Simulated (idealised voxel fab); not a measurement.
process module | voxel tone inversion
cross-section cut | 185 nm wide | cells 5 nm
A cross-section is a grid of square cells, given in bands from the top down. A band is one or more rows of cells.
Each band's line starts with the height of the band's top and of its bottom, in nm. Then come its materials from left to right, each with its width in nm. One material with "throughout" fills the band from edge to edge. "air" is empty space.
Height 0 is the level under which the wafer as received is all one material. The lowest band goes on downwards, as in "0 down".
A width such as "30 to 40" changes by the same amount from each row of cells to the next, from the band's top row to its bottom row.
"no change" after a step means that no cell of the cross-section changed.
closed voids: empty space of 8 cells or more with no open way to the top, each as width x height at its distance from the left edge, in nm
after a step's settings: what the simulator itself notes on the step
overlay nm, on a step with a mask: how far to the right of its planned place the mask lay; to the left if negative
plan
1 op RECEIVE | material Si
2 op CONFORMAL_DEP | material SiCN | thk nm 10
3 op DIRECTIONAL_DEP | material aC | thk nm 15
4 op PATTERN | tone cover | mask id POSTS | material resist | width nm 20 | pitch nm 50 | thk nm 20 | overlay nm 0
5 op DIRECTIONAL_ETCH | etch materials aC | depth nm 15
6 op STRIP | etch materials resist
7 op FILL_DEP | material lowk | thk nm 10
8 op CMP | height nm 25
9 op STRIP | etch materials aC
10 op CONFORMAL_DEP | material TiN | thk nm 5
11 op FILL_DEP | material W | thk nm 5
12 op CMP | height nm 25
13 op CONFORMAL_DEP | material SiCN | thk nm 5
as received, after step 1
  0 down: Si throughout
  closed voids: none
a wafer at the end: this start, this plan, one mistake
  30 to 25: SiCN throughout
  25 to 15: lowk throughout
  15 to 0: lowk 55 | aC 20 | lowk 30 | aC 20 | lowk 60
  0 down: Si throughout
  closed voids: none
what went wrong: step 2 was left out
